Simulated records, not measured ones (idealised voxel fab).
The document below concerns the process module designated voxel released beams.
Each square cell in cross-section cut measures 5 nm, and the section as a whole is 210 nm wide.
Square cells in a grid make up a cross-section in this document, and the grid is given as bands, listed from the top down, each one or more rows of cells.
Band: top and bottom heights (nm) first, top before bottom; then materials from left to right, widths in nm. "everywhere" marks a sole material filling the band edge to edge. "empty" denotes empty space.
Below 0: as-received wafer, all one material; heights counted from there. Lowest band: no bottom, goes on down, written "z 0 and below".
Width spec "30->40" -> top row of cells at first value, bottom row at second value, equal per-row change in between.
Basically "nothing changed" means that step didn't change any cell in the cross-section.
So "Closed void entries" is basically the list of trapped voids: any empty space of 8 cells or more that can't reach the top through an opening. They're written width x height at distance, the distance being from the left edge, and it's all nm.
after a step's settings: what the simulator itself notes on the step
overlay nm: mask right of planned place by this much (step with mask). Neg. = left.

[Process steps (planned)]
| 1 | RECEIVE, material Si |
| 2 | CONFORMAL_DEP, material Al2O3, thk nm 10 |
| 3 | DIRECTIONAL_DEP, material SiO2, thk nm 20 |
| 4 | PATTERN, tone open, mask id ANCHOR, material resist, width nm 25, thk nm 20, overlay nm 0 |
| 5 | DIRECTIONAL_ETCH, etch materials SiO2, depth nm 20 |
| 6 | STRIP, etch materials resist |
| 7 | CONFORMAL_DEP, material polySi, thk nm 15 |
| 8 | MASKED_ETCH, tone cover, mask id BEAM, width nm 115, etch materials polySi, depth nm 15, overlay nm 0 |
| 9 | STRIP, etch materials SiO2 |
Split variable: width nm, step 4. Plan value = first wafer. Wafers start alike.

[Cut through the first of several wafers as received, post step 1]
> z 0 and below | Si everywhere
> Closed void entries: none

[What follows is a table in which each wafer occupies a row; for the wafer as it stands at the close of the module, the row states, material by material, how many cells have been gained (+) or lost (-) since receipt, and then gives its closed voids]
width nm 25; +84 Al2O3; +89 polySi; Closed void entries: none
width nm 30; +84 Al2O3; +93 polySi; Closed void entries: none
width nm 35; +84 Al2O3; +93 polySi; Closed void entries: none
width nm 40; +84 Al2O3; +93 polySi; Closed void entries: none
width nm 45; +84 Al2O3; +93 polySi; Closed void entries: none
width nm 50; +84 Al2O3; +93 polySi; Closed void entries: none
